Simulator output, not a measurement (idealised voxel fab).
Name of the process module below: voxel wiring stack
205 nm wide, 5 nm square cells: that's cross-section cut.
Cross-sections here: square-cell grids, written as top-down lists of bands, a band being one or more rows of cells.
The entry gives the band's vertical extent as a top height and a bottom height in nm, then its horizontal make-up as materials from left to right, each with a width in nm. "blank" stands for empty space; a single material marked "everywhere" fills the band edge to edge.
Height reference: 0 = level under which incoming wafer is all one material. Lowest band: no bottom, runs on downward, e.g. "0 nm and below".
Note: "30..40" means the width goes from the first number (top row of the band) to the second number (bottom row) in equal steps per row of cells.
Basically "identical to before" means that step didn't change any cell in the cross-section.
"Closed internal voids" contains a list of empty spaces, each no smaller than 8 cells and without an open way to the top, written in the form width x height at distance with the distance from the left edge and all three in nm.
Step line, after settings: the simulator's comment on this step.
What "overlay nm" on a step's line means: if the step has a mask, that mask lay this far to the right of its planned place, or, when the value is negative, to the left.
**Below is the list of planned process steps**
- 1: RECEIVE | material Si
- 2: CONFORMAL_DEP | material SiO2 | thk nm 15
- 3: DIRECTIONAL_DEP | material TiN | thk nm 5
- 4: DIRECTIONAL_DEP | material W | thk nm 25
- 5: PATTERN | tone cover | mask id METAL_1 | material resist | width nm 30 | pitch nm 55 | thk nm 15 | overlay nm 0
- 6: DIRECTIONAL_ETCH | etch materials W | depth nm 25
- 7: DIRECTIONAL_ETCH | etch materials TiN | depth nm 5
- 8: STRIP | etch materials resist
- 9: FILL_DEP | material lowk | thk nm 5
- 10: CMP | height nm 45
- 11: CONFORMAL_DEP | material SiCN | thk nm 5
- 12: DIRECTIONAL_DEP | material SiO2 | thk nm 20
- 13: DIRECTIONAL_DEP | material aC | thk nm 10
- 14: PATTERN | tone open | mask id PLUG_1 | material resist | width nm 15 | pitch nm 110 | thk nm 30 | overlay nm 0
- 15: DIRECTIONAL_ETCH | etch materials aC | depth nm 10
- 16: STRIP | etch materials resist
- 17: DIRECTIONAL_ETCH | etch materials SiO2 | depth nm 20
- 18: DIRECTIONAL_ETCH | etch materials SiCN | depth nm 5
- 19: STRIP | etch materials aC
- 20: CONFORMAL_DEP | material TiN | thk nm 5
- 21: FILL_DEP | material W | thk nm 5
- 22: CMP | height nm 70
- 23: DIRECTIONAL_DEP | material TiN | thk nm 5
- 24: DIRECTIONAL_DEP | material W | thk nm 15
- 25: PATTERN | tone cover | mask id METAL_2 | material resist | width nm 30 | pitch nm 55 | thk nm 20 | overlay nm 0
- 26: DIRECTIONAL_ETCH | etch materials W | depth nm 15
- 27: DIRECTIONAL_ETCH | etch materials TiN | depth nm 5
- 28: STRIP | etch materials resist
- 29: FILL_DEP | material SiO2 | thk nm 10
- 30: CMP | height nm 90
- 31: CONFORMAL_DEP | material SiCN | thk nm 5
- 32: DIRECTIONAL_DEP | material lowk | thk nm 30
- 33: PATTERN | tone open | mask id METAL_3_HOLES | material resist | width nm 15 | pitch nm 55 | thk nm 20 | overlay nm 0
- 34: DIRECTIONAL_ETCH | etch materials lowk | depth nm 30
- 35: STRIP | etch materials resist
- 36: MASKED_ETCH | tone open | mask id METAL_3 | width nm 30 | pitch nm 55 | etch materials lowk | depth nm 15 | overlay nm 0
- 37: MASKED_ETCH | tone open | mask id METAL_3 | width nm 30 | pitch nm 55 | etch materials SiCN | depth nm 5 | overlay nm 0
- 38: CONFORMAL_DEP | material TiN | thk nm 5
- 39: FILL_DEP | material Ru | thk nm 10
- 40: CMP | height nm 125
- 41: CONFORMAL_DEP | material SiN | thk nm 5
**First of the two wafers, run per plan**
**Cross-section of the wafer upon arrival, representing the state reached after step 1**
  0 nm and below | Si everywhere
  Closed internal voids: none
**The wafer in cross-section once step 2 is complete**
  15 nm to 0 nm | SiO2 everywhere
  Lower than 0, everything is as it was.
**The wafer in cross-section once step 3 is complete**
  20 nm to 15 nm | TiN everywhere
  Lower than 15, everything is as it was.
**The wafer in cross-section once step 4 is complete**
  45 nm to 20 nm | W everywhere
  Lower than 20, everything is as it was.
**The wafer in cross-section once step 5 is complete**
  60 nm to 45 nm | blank 30 | resist 30 | blank 25 | resist 30 | blank 25 | resist 30 | blank 35
  Lower than 45, everything is as it was.
**The wafer in cross-section once step 6 is complete**
  60 nm to 45 nm | blank 30 | resist 30 | blank 25 | resist 30 | blank 25 | resist 30 | blank 35
  45 nm to 20 nm | blank 30 | W 30 | blank 25 | W 30 | blank 25 | W 30 | blank 35
  Lower than 20, everything is as it was.
**The wafer in cross-section once step 7 is complete**
  60 nm to 45 nm | blank 30 | resist 30 | blank 25 | resist 30 | blank 25 | resist 30 | blank 35
  45 nm to 20 nm | blank 30 | W 30 | blank 25 | W 30 | blank 25 | W 30 | blank 35
  20 nm to 15 nm | blank 30 | TiN 30 | blank 25 | TiN 30 | blank 25 | TiN 30 | blank 35
  Lower than 15, everything is as it was.
**The wafer in cross-section once step 8 is complete**
  45 nm to 20 nm | blank 30 | W 30 | blank 25 | W 30 | blank 25 | W 30 | blank 35
  Lower than 20, everything is as it was.
**The wafer in cross-section once step 9 is complete**
  50 nm to 45 nm | lowk everywhere
  45 nm to 20 nm | lowk 30 | W 30 | lowk 25 | W 30 | lowk 25 | W 30 | lowk 35
  20 nm to 15 nm | lowk 30 | TiN 30 | lowk 25 | TiN 30 | lowk 25 | TiN 30 | lowk 35
  Lower than 15, everything is as it was.
**The wafer in cross-section once step 10 is complete**
  45 nm to 20 nm | lowk 30 | W 30 | lowk 25 | W 30 | lowk 25 | W 30 | lowk 35
  Lower than 20, everything is as it was.
**The wafer in cross-section once step 11 is complete**
  50 nm to 45 nm | SiCN everywhere
  Lower than 45, everything is as it was.
**The wafer in cross-section once step 12 is complete**
  70 nm to 50 nm | SiO2 everywhere
  Lower than 50, everything is as it was.
**The wafer in cross-section once step 13 is complete**
  80 nm to 70 nm | aC everywhere
  Lower than 70, everything is as it was.
**The wafer in cross-section once step 14 is complete**
  110 nm to 80 nm | resist 30 | blank 15 | resist 95 | blank 15 | resist 50
  Lower than 80, everything is as it was.
**The wafer in cross-section once step 15 is complete**
  100 nm to 80 nm | resist 30 | blank 15 | resist 95 | blank 15 | resist 50
  80 nm to 70 nm | aC 30 | blank 15 | aC 95 | blank 15 | aC 50
  Lower than 70, everything is as it was.
**The wafer in cross-section once step 16 is complete**
  80 nm to 70 nm | aC 30 | blank 15 | aC 95 | blank 15 | aC 50
  Lower than 70, everything is as it was.
**The wafer in cross-section once step 17 is complete**
  80 nm to 70 nm | aC 30 | blank 15 | aC 95 | blank 15 | aC 50
  70 nm to 50 nm | SiO2 30 | blank 15 | SiO2 95 | blank 15 | SiO2 50
  Lower than 50, everything is as it was.
**The wafer in cross-section once step 18 is complete**
  80 nm to 70 nm | aC 30 | blank 15 | aC 95 | blank 15 | aC 50
  70 nm to 50 nm | SiO2 30 | blank 15 | SiO2 95 | blank 15 | SiO2 50
  50 nm to 45 nm | SiCN 30 | blank 15 | SiCN 95 | blank 15 | SiCN 50
  Lower than 45, everything is as it was.
**The wafer in cross-section once step 19 is complete**
  70 nm to 50 nm | SiO2 30 | blank 15 | SiO2 95 | blank 15 | SiO2 50
  Lower than 50, everything is as it was.
**The wafer in cross-section once step 20 is complete**
  75 nm to 70 nm | TiN 35 | blank 5 | TiN 105 | blank 5 | TiN 55
  70 nm to 50 nm | SiO2 30 | TiN 5 | blank 5 | TiN 5 | SiO2 95 | TiN 5 | blank 5 | TiN 5 | SiO2 50
  50 nm to 45 nm | SiCN 30 | TiN 15 | SiCN 95 | TiN 15 | SiCN 50
  Lower than 45, everything is as it was.
**The wafer in cross-section once step 21 is complete**
  80 nm to 75 nm | W everywhere
  75 nm to 70 nm | TiN 35 | W 5 | TiN 105 | W 5 | TiN 55
  70 nm to 50 nm | SiO2 30 | TiN 5 | W 5 | TiN 5 | SiO2 95 | TiN 5 | W 5 | TiN 5 | SiO2 50
  Lower than 50, everything is as it was.
**The wafer in cross-section once step 22 is complete**
  70 nm to 50 nm | SiO2 30 | TiN 5 | W 5 | TiN 5 | SiO2 95 | TiN 5 | W 5 | TiN 5 | SiO2 50
  Lower than 50, everything is as it was.
**The wafer in cross-section once step 23 is complete**
  75 nm to 70 nm | TiN everywhere
  Lower than 70, everything is as it was.
**The wafer in cross-section once step 24 is complete**
  90 nm to 75 nm | W everywhere
  Lower than 75, everything is as it was.
**The wafer in cross-section once step 25 is complete**
  110 nm to 90 nm | blank 30 | resist 30 | blank 25 | resist 30 | blank 25 | resist 30 | blank 35
  Lower than 90, everything is as it was.
**The wafer in cross-section once step 26 is complete**
  110 nm to 90 nm | blank 30 | resist 30 | blank 25 | resist 30 | blank 25 | resist 30 | blank 35
  90 nm to 75 nm | blank 30 | W 30 | blank 25 | W 30 | blank 25 | W 30 | blank 35
  Lower than 75, everything is as it was.
**The wafer in cross-section once step 27 is complete**
  110 nm to 90 nm | blank 30 | resist 30 | blank 25 | resist 30 | blank 25 | resist 30 | blank 35
  90 nm to 75 nm | blank 30 | W 30 | blank 25 | W 30 | blank 25 | W 30 | blank 35
  75 nm to 70 nm | blank 30 | TiN 30 | blank 25 | TiN 30 | blank 25 | TiN 30 | blank 35
  Lower than 70, everything is as it was.
**The wafer in cross-section once step 28 is complete**
  90 nm to 75 nm | blank 30 | W 30 | blank 25 | W 30 | blank 25 | W 30 | blank 35
  Lower than 75, everything is as it was.
**The wafer in cross-section once step 29 is complete**
  100 nm to 90 nm | SiO2 everywhere
  90 nm to 75 nm | SiO2 30 | W 30 | SiO2 25 | W 30 | SiO2 25 | W 30 | SiO2 35
  75 nm to 70 nm | SiO2 30 | TiN 30 | SiO2 25 | TiN 30 | SiO2 25 | TiN 30 | SiO2 35
  Lower than 70, everything is as it was.
**The wafer in cross-section once step 30 is complete**
  90 nm to 75 nm | SiO2 30 | W 30 | SiO2 25 | W 30 | SiO2 25 | W 30 | SiO2 35
  Lower than 75, everything is as it was.
**The wafer in cross-section once step 31 is complete**
  95 nm to 90 nm | SiCN everywhere
  Lower than 90, everything is as it was.
**The wafer in cross-section once step 32 is complete**
  125 nm to 95 nm | lowk everywhere
  Lower than 95, everything is as it was.
**The wafer in cross-section once step 33 is complete**
  145 nm to 125 nm | resist 30 | blank 15 | resist 40 | blank 15 | resist 40 | blank 15 | resist 50
  Lower than 125, everything is as it was.
**The wafer in cross-section once step 34 is complete**
  145 nm to 125 nm | resist 30 | blank 15 | resist 40 | blank 15 | resist 40 | blank 15 | resist 50
  125 nm to 95 nm | lowk 30 | blank 15 | lowk 40 | blank 15 | lowk 40 | blank 15 | lowk 50
  Lower than 95, everything is as it was.
**The wafer in cross-section once step 35 is complete**
  125 nm to 95 nm | lowk 30 | blank 15 | lowk 40 | blank 15 | lowk 40 | blank 15 | lowk 50
  Lower than 95, everything is as it was.
**The wafer in cross-section once step 36 is complete**
  125 nm to 110 nm | lowk 30 | blank 30 | lowk 25 | blank 30 | lowk 25 | blank 30 | lowk 35
  Lower than 110, everything is as it was.
**The wafer in cross-section once step 37 is complete**
  125 nm to 110 nm | lowk 30 | blank 30 | lowk 25 | blank 30 | lowk 25 | blank 30 | lowk 35
  110 nm to 95 nm | lowk 30 | blank 15 | lowk 40 | blank 15 | lowk 40 | blank 15 | lowk 50
  95 nm to 90 nm | SiCN 30 | blank 15 | SiCN 40 | blank 15 | SiCN 40 | blank 15 | SiCN 50
  Lower than 90, everything is as it was.
**The wafer in cross-section once step 38 is complete**
  130 nm to 125 nm | TiN 35 | blank 20 | TiN 35 | blank 20 | TiN 35 | blank 20 | TiN 40
  125 nm to 115 nm | lowk 30 | TiN 5 | blank 20 | TiN 5 | lowk 25 | TiN 5 | blank 20 | TiN 5 | lowk 25 | TiN 5 | blank 20 | TiN 5 | lowk 35
  115 nm to 110 nm | lowk 30 | TiN 5 | blank 5 | TiN 20 | lowk 25 | TiN 5 | blank 5 | TiN 20 | lowk 25 | TiN 5 | blank 5 | TiN 20 | lowk 35
  110 nm to 95 nm | lowk 30 | TiN 5 | blank 5 | TiN 5 | lowk 40 | TiN 5 | blank 5 | TiN 5 | lowk 40 | TiN 5 | blank 5 | TiN 5 | lowk 50
  95 nm to 90 nm | SiCN 30 | TiN 15 | SiCN 40 | TiN 15 | SiCN 40 | TiN 15 | SiCN 50
  Lower than 90, everything is as it was.
**The wafer in cross-section once step 39 is complete**
  140 nm to 130 nm | Ru everywhere
  130 nm to 125 nm | TiN 35 | Ru 20 | TiN 35 | Ru 20 | TiN 35 | Ru 20 | TiN 40
  125 nm to 115 nm | lowk 30 | TiN 5 | Ru 20 | TiN 5 | lowk 25 | TiN 5 | Ru 20 | TiN 5 | lowk 25 | TiN 5 | Ru 20 | TiN 5 | lowk 35
  115 nm to 110 nm | lowk 30 | TiN 5 | Ru 5 | TiN 20 | lowk 25 | TiN 5 | Ru 5 | TiN 20 | lowk 25 | TiN 5 | Ru 5 | TiN 20 | lowk 35
  110 nm to 95 nm | lowk 30 | TiN 5 | Ru 5 | TiN 5 | lowk 40 | TiN 5 | Ru 5 | TiN 5 | lowk 40 | TiN 5 | Ru 5 | TiN 5 | lowk 50
  Lower than 95, everything is as it was.
**The wafer in cross-section once step 40 is complete**
  125 nm to 115 nm | lowk 30 | TiN 5 | Ru 20 | TiN 5 | lowk 25 | TiN 5 | Ru 20 | TiN 5 | lowk 25 | TiN 5 | Ru 20 | TiN 5 | lowk 35
  Lower than 115, everything is as it was.
**The wafer in cross-section once step 41 is complete**
  130 nm to 125 nm | SiN everywhere
  Lower than 125, everything is as it was.
**Here the second wafer is described. Its start and its plan were those of the first wafer. Its run contained one mistake. Up to and including step 13, it did exactly what the first wafer did**
**The second wafer cut through, at the time step 14 was supposed to be finished**
  110 nm to 80 nm | resist 30 | blank 20 | resist 90 | blank 20 | resist 45
  Lower than 80, everything is as it was.
**The second wafer cut through, at the time step 15 was supposed to be finished**
  100 nm to 80 nm | resist 30 | blank 20 | resist 90 | blank 20 | resist 45
  80 nm to 70 nm | aC 30 | blank 20 | aC 90 | blank 20 | aC 45
  Lower than 70, everything is as it was.
**The second wafer cut through, at the time step 16 was supposed to be finished**
  80 nm to 70 nm | aC 30 | blank 20 | aC 90 | blank 20 | aC 45
  Lower than 70, everything is as it was.
**The second wafer cut through, at the time step 17 was supposed to be finished**
  80 nm to 70 nm | aC 30 | blank 20 | aC 90 | blank 20 | aC 45
  70 nm to 50 nm | SiO2 30 | blank 20 | SiO2 90 | blank 20 | SiO2 45
  Lower than 50, everything is as it was.
**The second wafer cut through, at the time step 18 was supposed to be finished**
  80 nm to 70 nm | aC 30 | blank 20 | aC 90 | blank 20 | aC 45
  70 nm to 50 nm | SiO2 30 | blank 20 | SiO2 90 | blank 20 | SiO2 45
  50 nm to 45 nm | SiCN 30 | blank 20 | SiCN 90 | blank 20 | SiCN 45
  Lower than 45, everything is as it was.
**The second wafer cut through, at the time step 19 was supposed to be finished**
  70 nm to 50 nm | SiO2 30 | blank 20 | SiO2 90 | blank 20 | SiO2 45
  Lower than 50, everything is as it was.
**The second wafer cut through, at the time step 20 was supposed to be finished**
  75 nm to 70 nm | TiN 35 | blank 10 | TiN 100 | blank 10 | TiN 50
  70 nm to 50 nm | SiO2 30 | TiN 5 | blank 10 | TiN 5 | SiO2 90 | TiN 5 | blank 10 | TiN 5 | SiO2 45
  50 nm to 45 nm | SiCN 30 | TiN 20 | SiCN 90 | TiN 20 | SiCN 45
  Lower than 45, everything is as it was.
**The second wafer cut through, at the time step 21 was supposed to be finished**
  80 nm to 75 nm | W everywhere
  75 nm to 70 nm | TiN 35 | W 10 | TiN 100 | W 10 | TiN 50
  70 nm to 50 nm | SiO2 30 | TiN 5 | W 10 | TiN 5 | SiO2 90 | TiN 5 | W 10 | TiN 5 | SiO2 45
  Lower than 50, everything is as it was.
**The second wafer cut through, at the time step 22 was supposed to be finished**
  70 nm to 50 nm | SiO2 30 | TiN 5 | W 10 | TiN 5 | SiO2 90 | TiN 5 | W 10 | TiN 5 | SiO2 45
  Lower than 50, everything is as it was.
**The second wafer cut through, at the time step 23 was supposed to be finished**
  75 nm to 70 nm | TiN everywhere
  Lower than 70, everything is as it was.
**The second wafer cut through, at the time step 24 was supposed to be finished**
  90 nm to 75 nm | W everywhere
  Lower than 75, everything is as it was.
**The second wafer cut through, at the time step 25 was supposed to be finished**
  110 nm to 90 nm | blank 30 | resist 30 | blank 25 | resist 30 | blank 25 | resist 30 | blank 35
  Lower than 90, everything is as it was.
**The second wafer cut through, at the time step 26 was supposed to be finished**
  110 nm to 90 nm | blank 30 | resist 30 | blank 25 | resist 30 | blank 25 | resist 30 | blank 35
  90 nm to 75 nm | blank 30 | W 30 | blank 25 | W 30 | blank 25 | W 30 | blank 35
  Lower than 75, everything is as it was.
**The second wafer cut through, at the time step 27 was supposed to be finished**
  110 nm to 90 nm | blank 30 | resist 30 | blank 25 | resist 30 | blank 25 | resist 30 | blank 35
  90 nm to 75 nm | blank 30 | W 30 | blank 25 | W 30 | blank 25 | W 30 | blank 35
  75 nm to 70 nm | blank 30 | TiN 30 | blank 25 | TiN 30 | blank 25 | TiN 30 | blank 35
  Lower than 70, everything is as it was.
**The second wafer cut through, at the time step 28 was supposed to be finished**
  90 nm to 75 nm | blank 30 | W 30 | blank 25 | W 30 | blank 25 | W 30 | blank 35
  Lower than 75, everything is as it was.
**The second wafer cut through, at the time step 29 was supposed to be finished**
  100 nm to 90 nm | SiO2 everywhere
  90 nm to 75 nm | SiO2 30 | W 30 | SiO2 25 | W 30 | SiO2 25 | W 30 | SiO2 35
  75 nm to 70 nm | SiO2 30 | TiN 30 | SiO2 25 | TiN 30 | SiO2 25 | TiN 30 | SiO2 35
  Lower than 70, everything is as it was.
**The second wafer cut through, at the time step 30 was supposed to be finished**
  90 nm to 75 nm | SiO2 30 | W 30 | SiO2 25 | W 30 | SiO2 25 | W 30 | SiO2 35
  Lower than 75, everything is as it was.
**The second wafer cut through, at the time step 31 was supposed to be finished**
  95 nm to 90 nm | SiCN everywhere
  Lower than 90, everything is as it was.
**The second wafer cut through, at the time step 32 was supposed to be finished**
  125 nm to 95 nm | lowk everywhere
  Lower than 95, everything is as it was.
**The second wafer cut through, at the time step 33 was supposed to be finished**
  145 nm to 125 nm | resist 30 | blank 15 | resist 40 | blank 15 | resist 40 | blank 15 | resist 50
  Lower than 125, everything is as it was.
**The second wafer cut through, at the time step 34 was supposed to be finished**
  145 nm to 125 nm | resist 30 | blank 15 | resist 40 | blank 15 | resist 40 | blank 15 | resist 50
  125 nm to 95 nm | lowk 30 | blank 15 | lowk 40 | blank 15 | lowk 40 | blank 15 | lowk 50
  Lower than 95, everything is as it was.
**The second wafer cut through, at the time step 35 was supposed to be finished**
  125 nm to 95 nm | lowk 30 | blank 15 | lowk 40 | blank 15 | lowk 40 | blank 15 | lowk 50
  Lower than 95, everything is as it was.
**The second wafer cut through, at the time step 36 was supposed to be finished**
  125 nm to 110 nm | lowk 30 | blank 30 | lowk 25 | blank 30 | lowk 25 | blank 30 | lowk 35
  Lower than 110, everything is as it was.
**The second wafer cut through, at the time step 37 was supposed to be finished**
  125 nm to 110 nm | lowk 30 | blank 30 | lowk 25 | blank 30 | lowk 25 | blank 30 | lowk 35
  110 nm to 95 nm | lowk 30 | blank 15 | lowk 40 | blank 15 | lowk 40 | blank 15 | lowk 50
  95 nm to 90 nm | SiCN 30 | blank 15 | SiCN 40 | blank 15 | SiCN 40 | blank 15 | SiCN 50
  Lower than 90, everything is as it was.
**The second wafer cut through, at the time step 38 was supposed to be finished**
  130 nm to 125 nm | TiN 35 | blank 20 | TiN 35 | blank 20 | TiN 35 | blank 20 | TiN 40
  125 nm to 115 nm | lowk 30 | TiN 5 | blank 20 | TiN 5 | lowk 25 | TiN 5 | blank 20 | TiN 5 | lowk 25 | TiN 5 | blank 20 | TiN 5 | lowk 35
  115 nm to 110 nm | lowk 30 | TiN 5 | blank 5 | TiN 20 | lowk 25 | TiN 5 | blank 5 | TiN 20 | lowk 25 | TiN 5 | blank 5 | TiN 20 | lowk 35
  110 nm to 95 nm | lowk 30 | TiN 5 | blank 5 | TiN 5 | lowk 40 | TiN 5 | blank 5 | TiN 5 | lowk 40 | TiN 5 | blank 5 | TiN 5 | lowk 50
  95 nm to 90 nm | SiCN 30 | TiN 15 | SiCN 40 | TiN 15 | SiCN 40 | TiN 15 | SiCN 50
  Lower than 90, everything is as it was.
**The second wafer cut through, at the time step 39 was supposed to be finished**
  140 nm to 130 nm | Ru everywhere
  130 nm to 125 nm | TiN 35 | Ru 20 | TiN 35 | Ru 20 | TiN 35 | Ru 20 | TiN 40
  125 nm to 115 nm | lowk 30 | TiN 5 | Ru 20 | TiN 5 | lowk 25 | TiN 5 | Ru 20 | TiN 5 | lowk 25 | TiN 5 | Ru 20 | TiN 5 | lowk 35
  115 nm to 110 nm | lowk 30 | TiN 5 | Ru 5 | TiN 20 | lowk 25 | TiN 5 | Ru 5 | TiN 20 | lowk 25 | TiN 5 | Ru 5 | TiN 20 | lowk 35
  110 nm to 95 nm | lowk 30 | TiN 5 | Ru 5 | TiN 5 | lowk 40 | TiN 5 | Ru 5 | TiN 5 | lowk 40 | TiN 5 | Ru 5 | TiN 5 | lowk 50
  Lower than 95, everything is as it was.
**The second wafer cut through, at the time step 40 was supposed to be finished**
  125 nm to 115 nm | lowk 30 | TiN 5 | Ru 20 | TiN 5 | lowk 25 | TiN 5 | Ru 20 | TiN 5 | lowk 25 | TiN 5 | Ru 20 | TiN 5 | lowk 35
  Lower than 115, everything is as it was.
**The second wafer cut through, at the time step 41 was supposed to be finished**
  130 nm to 125 nm | SiN everywhere
  Lower than 125, everything is as it was.
Short version of what went wrong: in deviation from the planned setting, step 14 was conducted as PATTERN | tone open | mask id PLUG_1 | material resist | width nm 20 | pitch nm 110 | thk nm 30 | overlay nm 0
Final wafer comparison in cells, second versus first, more or fewer per material: 2 fewer of SiCN; 8 fewer of SiO2; 2 more of TiN; 8 more of W
